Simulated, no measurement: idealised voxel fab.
This is a process module. Its name is voxel spacer lines.
The figure presents cross-section cut, which has a width of 265 nm and is divided into square cells with an edge length of 5 nm.
When this document writes out a cross-section, it uses a grid of square cells and lists it as bands, beginning at the top and moving down, with a band standing for one or more rows of cells. It is stipulated that each band's entry specify, in nanometres, the height of the top of the band and then that of its bottom, followed by the materials of the band in left-to-right sequence, each together with its width in nanometres. A single material marked by the word "throughout" is understood to fill the band from edge to edge; the word "empty" is understood to denote empty space. We count height from 0. Below that, the starting wafer is all one material. The lowest band never ends at the bottom but goes on down; see "z 0 and below" for how that is written. So if you see something like "30..40" for the width, read it as the top row of the band sitting at the first number and the bottom row at the second, with every row in between moving by the same amount as the last. The cross-section has no changed cell in any step marked "identical to before". Entry "Listed closed voids". Content: empty spaces with no open connection to the top, size 8 cells or greater. Each: width x height at distance. Distance: from left edge. Unit: nm. Where a step's line continues beyond its settings, the continuation is a remark by the simulator itself on that step. For masked steps, "overlay nm" on the step line gives how far right of plan the mask actually lay; a minus sign means it lay to the left.
The planned process steps are enumerated hereunder:
1 RECEIVE: material Si
2 CONFORMAL_DEP: material Al2O3, thk nm 5
3 DIRECTIONAL_DEP: material W, thk nm 20
4 DIRECTIONAL_DEP: material polySi, thk nm 25
5 PATTERN: tone cover, mask id MANDREL, material resist, width nm 25, pitch nm 80, thk nm 30, overlay nm 0
6 DIRECTIONAL_ETCH: etch materials polySi, depth nm 25
7 STRIP: etch materials resist
8 CONFORMAL_DEP: material SiN, thk nm 15
9 DIRECTIONAL_ETCH: etch materials SiN, depth nm 15
10 STRIP: etch materials polySi
11 DIRECTIONAL_ETCH: etch materials W, depth nm 20
12 STRIP: etch materials SiN
13 FILL_DEP: material SiO2, thk nm 5
14 CMP: height nm 25
Shown in cross-section is the wafer as received, that is, as it stands after step 1:
	z 0 and below = Si throughout
	Listed closed voids: none
Final wafer profile in cross-section after the module, from the same start and plan as above, with one mistake made during processing:
	z 25 to 5 = 20 of SiO2 | 15 of W | 25 of SiO2 | 15 of W | 25 of SiO2 | 15 of W | 25 of SiO2 | 15 of W | 25 of SiO2 | 15 of W | 25 of SiO2 | 15 of W | 30 of SiO2
	z 5 to 0 = Al2O3 throughout
	z 0 and below = Si throughout
	Listed closed voids: none
Short version of what went wrong: step 5 was not run as planned; what actually ran was PATTERN: tone cover, mask id MANDREL, material resist, width nm 25, pitch nm 80, thk nm 30, overlay nm -5
